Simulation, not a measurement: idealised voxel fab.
process module | voxel released beams
cross-section cut | 255 nm wide | cells 5 nm
A cross-section is a grid of square cells, given in bands from the top down. A band is one or more rows of cells.
Each band's line starts with the height of the band's top and of its bottom, in nm. Then come its materials from left to right, each with its width in nm. One material with "throughout" fills the band from edge to edge. "air" is empty space.
Height 0 is the level under which the wafer as received is all one material. The lowest band goes on downwards, as in "0 down".
A width such as "30 to 40" changes by the same amount from each row of cells to the next, from the band's top row to its bottom row.
"no change" after a step means that no cell of the cross-section changed.
closed voids: empty space of 8 cells or more with no open way to the top, each as width x height at its distance from the left edge, in nm
after a step's settings: what the simulator itself notes on the step
overlay nm, on a step with a mask: how far to the right of its planned place the mask lay; to the left if negative
plan
1 op RECEIVE | material Si
2 op CONFORMAL_DEP | material Al2O3 | thk nm 10
3 op DIRECTIONAL_DEP | material SiO2 | thk nm 10
4 op DIRECTIONAL_DEP | material aC | thk nm 15
5 op PATTERN | tone open | mask id ANCHOR | material resist | width nm 30 | thk nm 35 | overlay nm 0
6 op DIRECTIONAL_ETCH | etch materials aC | depth nm 15
7 op STRIP | etch materials resist
8 op DIRECTIONAL_ETCH | etch materials SiO2 | depth nm 10
9 op STRIP | etch materials aC
10 op CONFORMAL_DEP | material SiN | thk nm 10
11 op MASKED_ETCH | tone cover | mask id BEAM | width nm 100 | etch materials SiN | depth nm 10 | overlay nm 0
12 op STRIP | etch materials SiO2
as received, after step 1
  0 down: Si throughout
  closed voids: none
first wafer at the end, as planned
  30 to 20: air 75 | SiN 15 | air 10 | SiN 75 | air 80
  20 to 10: air 80 | SiN 30 | air 145
  10 to 0: Al2O3 throughout
  0 down: Si throughout
  closed voids: none
second wafer at the end: like start, like plan, one mistake
  30 to 20: air 75 | SiN 45 | air 135
  20 to 10: air 70 | SiN 10 | SiO2 30 | SiN 65 | air 80
  10 to 0: Al2O3 throughout
  0 down: Si throughout
  closed voids: none
what went wrong: step 5 ran as: op PATTERN | tone cover | mask id ANCHOR | material resist | width nm 30 | thk nm 35 | overlay nm 0
at the end the second wafer has, in cells: 12 more of SiO2
